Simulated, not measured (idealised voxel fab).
process module | voxel air gaps
cross-section cut | 175 nm wide | cells 5 nm
A cross-section is a grid of square cells, given in bands from the top down. A band is one or more rows of cells.
Each band's line starts with the height of the band's top and of its bottom, in nm. Then come its materials from left to right, each with its width in nm. One material with "throughout" fills the band from edge to edge. "air" is empty space.
Height 0 is the level under which the wafer as received is all one material. The lowest band goes on downwards, as in "0 down".
A width such as "30 to 40" changes by the same amount from each row of cells to the next, from the band's top row to its bottom row.
"no change" after a step means that no cell of the cross-section changed.
closed voids: empty space of 8 cells or more with no open way to the top, each as width x height at its distance from the left edge, in nm
after a step's settings: what the simulator itself notes on the step
overlay nm, on a step with a mask: how far to the right of its planned place the mask lay; to the left if negative
plan
1 op RECEIVE | material Si
2 op CONFORMAL_DEP | material SiO2 | thk nm 15
3 op CONFORMAL_DEP | material SiCN | thk nm 5
4 op DIRECTIONAL_DEP | material lowk | thk nm 35
5 op DIRECTIONAL_DEP | material aC | thk nm 15
6 op PATTERN | tone open | mask id LINES | material resist | width nm 20 | pitch nm 50 | thk nm 35 | overlay nm 0
7 op DIRECTIONAL_ETCH | etch materials aC | depth nm 15
8 op STRIP | etch materials resist
9 op DIRECTIONAL_ETCH | etch materials lowk | depth nm 35
10 op STRIP | etch materials aC
11 op CONFORMAL_DEP | material TiN | thk nm 5
12 op FILL_DEP | material W | thk nm 10
13 op CMP | height nm 55
14 op EPI | material Ru | thk nm 10
15 op SELECTIVE_ETCH | etch materials lowk | depth nm 45
16 op CONFORMAL_DEP | material SiCN | thk nm 5
first wafer, as planned
as received, after step 1
  0 down: Si throughout
  closed voids: none
after step 2
  15 to 0: SiO2 throughout
  below 0: unchanged
after step 3
  20 to 15: SiCN throughout
  below 15: unchanged
after step 4
  55 to 20: lowk throughout
  below 20: unchanged
after step 5
  70 to 55: aC throughout
  below 55: unchanged
after step 6
  105 to 70: resist 25 | air 20 | resist 30 | air 20 | resist 30 | air 20 | resist 30
  below 70: unchanged
after step 7
  90 to 70: resist 25 | air 20 | resist 30 | air 20 | resist 30 | air 20 | resist 30
  70 to 55: aC 25 | air 20 | aC 30 | air 20 | aC 30 | air 20 | aC 30
  below 55: unchanged
after step 8
  70 to 55: aC 25 | air 20 | aC 30 | air 20 | aC 30 | air 20 | aC 30
  below 55: unchanged
after step 9
  70 to 55: aC 25 | air 20 | aC 30 | air 20 | aC 30 | air 20 | aC 30
  55 to 20: lowk 25 | air 20 | lowk 30 | air 20 | lowk 30 | air 20 | lowk 30
  below 20: unchanged
after step 10
  55 to 20: lowk 25 | air 20 | lowk 30 | air 20 | lowk 30 | air 20 | lowk 30
  below 20: unchanged
after step 11
  60 to 55: TiN 30 | air 10 | TiN 40 | air 10 | TiN 40 | air 10 | TiN 35
  55 to 25: lowk 25 | TiN 5 | air 10 | TiN 5 | lowk 30 | TiN 5 | air 10 | TiN 5 | lowk 30 | TiN 5 | air 10 | TiN 5 | lowk 30
  25 to 20: lowk 25 | TiN 20 | lowk 30 | TiN 20 | lowk 30 | TiN 20 | lowk 30
  below 20: unchanged
after step 12
  70 to 60: W throughout
  60 to 55: TiN 30 | W 10 | TiN 40 | W 10 | TiN 40 | W 10 | TiN 35
  55 to 25: lowk 25 | TiN 5 | W 10 | TiN 5 | lowk 30 | TiN 5 | W 10 | TiN 5 | lowk 30 | TiN 5 | W 10 | TiN 5 | lowk 30
  below 25: unchanged
after step 13
  55 to 25: lowk 25 | TiN 5 | W 10 | TiN 5 | lowk 30 | TiN 5 | W 10 | TiN 5 | lowk 30 | TiN 5 | W 10 | TiN 5 | lowk 30
  below 25: unchanged
after step 14
  65 to 55: air 15 | Ru 40 | air 10 | Ru 40 | air 10 | Ru 40 | air 20
  below 55: unchanged
after step 15
  65 to 55: air 15 | Ru 40 | air 10 | Ru 40 | air 10 | Ru 40 | air 20
  55 to 25: air 25 | TiN 5 | W 10 | TiN 5 | air 30 | TiN 5 | W 10 | TiN 5 | air 30 | TiN 5 | W 10 | TiN 5 | air 30
  25 to 20: air 25 | TiN 20 | air 30 | TiN 20 | air 30 | TiN 20 | air 30
  below 20: unchanged
after step 16
  70 to 65: air 10 | SiCN 150 | air 15
  65 to 55: air 10 | SiCN 5 | Ru 40 | SiCN 10 | Ru 40 | SiCN 10 | Ru 40 | SiCN 5 | air 15
  55 to 50: air 10 | SiCN 15 | TiN 5 | W 10 | TiN 5 | SiCN 30 | TiN 5 | W 10 | TiN 5 | SiCN 30 | TiN 5 | W 10 | TiN 5 | SiCN 15 | air 15
  50 to 25: air 20 | SiCN 5 | TiN 5 | W 10 | TiN 5 | SiCN 5 | air 20 | SiCN 5 | TiN 5 | W 10 | TiN 5 | SiCN 5 | air 20 | SiCN 5 | TiN 5 | W 10 | TiN 5 | SiCN 5 | air 25
  25 to 20: SiCN 25 | TiN 20 | SiCN 30 | TiN 20 | SiCN 30 | TiN 20 | SiCN 30
  below 20: unchanged
  closed voids: 20 x 25 at 50; 20 x 25 at 100
second wafer: like start, like plan, one mistake. Through step 1 it matches the first wafer
when step 2 should have ended: no change
when step 3 should have ended
  5 to 0: SiCN throughout
  below 0: unchanged
when step 4 should have ended
  40 to 5: lowk throughout
  below 5: unchanged
when step 5 should have ended
  55 to 40: aC throughout
  below 40: unchanged
when step 6 should have ended
  90 to 55: resist 25 | air 20 | resist 30 | air 20 | resist 30 | air 20 | resist 30
  below 55: unchanged
when step 7 should have ended
  75 to 55: resist 25 | air 20 | resist 30 | air 20 | resist 30 | air 20 | resist 30
  55 to 40: aC 25 | air 20 | aC 30 | air 20 | aC 30 | air 20 | aC 30
  below 40: unchanged
when step 8 should have ended
  55 to 40: aC 25 | air 20 | aC 30 | air 20 | aC 30 | air 20 | aC 30
  below 40: unchanged
when step 9 should have ended
  55 to 40: aC 25 | air 20 | aC 30 | air 20 | aC 30 | air 20 | aC 30
  40 to 5: lowk 25 | air 20 | lowk 30 | air 20 | lowk 30 | air 20 | lowk 30
  below 5: unchanged
when step 10 should have ended
  40 to 5: lowk 25 | air 20 | lowk 30 | air 20 | lowk 30 | air 20 | lowk 30
  below 5: unchanged
when step 11 should have ended
  45 to 40: TiN 30 | air 10 | TiN 40 | air 10 | TiN 40 | air 10 | TiN 35
  40 to 10: lowk 25 | TiN 5 | air 10 | TiN 5 | lowk 30 | TiN 5 | air 10 | TiN 5 | lowk 30 | TiN 5 | air 10 | TiN 5 | lowk 30
  10 to 5: lowk 25 | TiN 20 | lowk 30 | TiN 20 | lowk 30 | TiN 20 | lowk 30
  below 5: unchanged
when step 12 should have ended
  55 to 45: W throughout
  45 to 40: TiN 30 | W 10 | TiN 40 | W 10 | TiN 40 | W 10 | TiN 35
  40 to 10: lowk 25 | TiN 5 | W 10 | TiN 5 | lowk 30 | TiN 5 | W 10 | TiN 5 | lowk 30 | TiN 5 | W 10 | TiN 5 | lowk 30
  below 10: unchanged
when step 13 should have ended: no change
when step 14 should have ended
  65 to 55: Ru throughout
  below 55: unchanged
when step 15 should have ended: no change
when step 16 should have ended
  70 to 65: SiCN throughout
  below 65: unchanged
what went wrong: step 2 was left out
at the end the second wafer has, in cells: 22 more of Ru | 78 fewer of SiCN | 105 fewer of SiO2 | 29 more of TiN | 76 more of W | 161 more of lowk
closed voids at the end (first wafer, second wafer): 2, 0
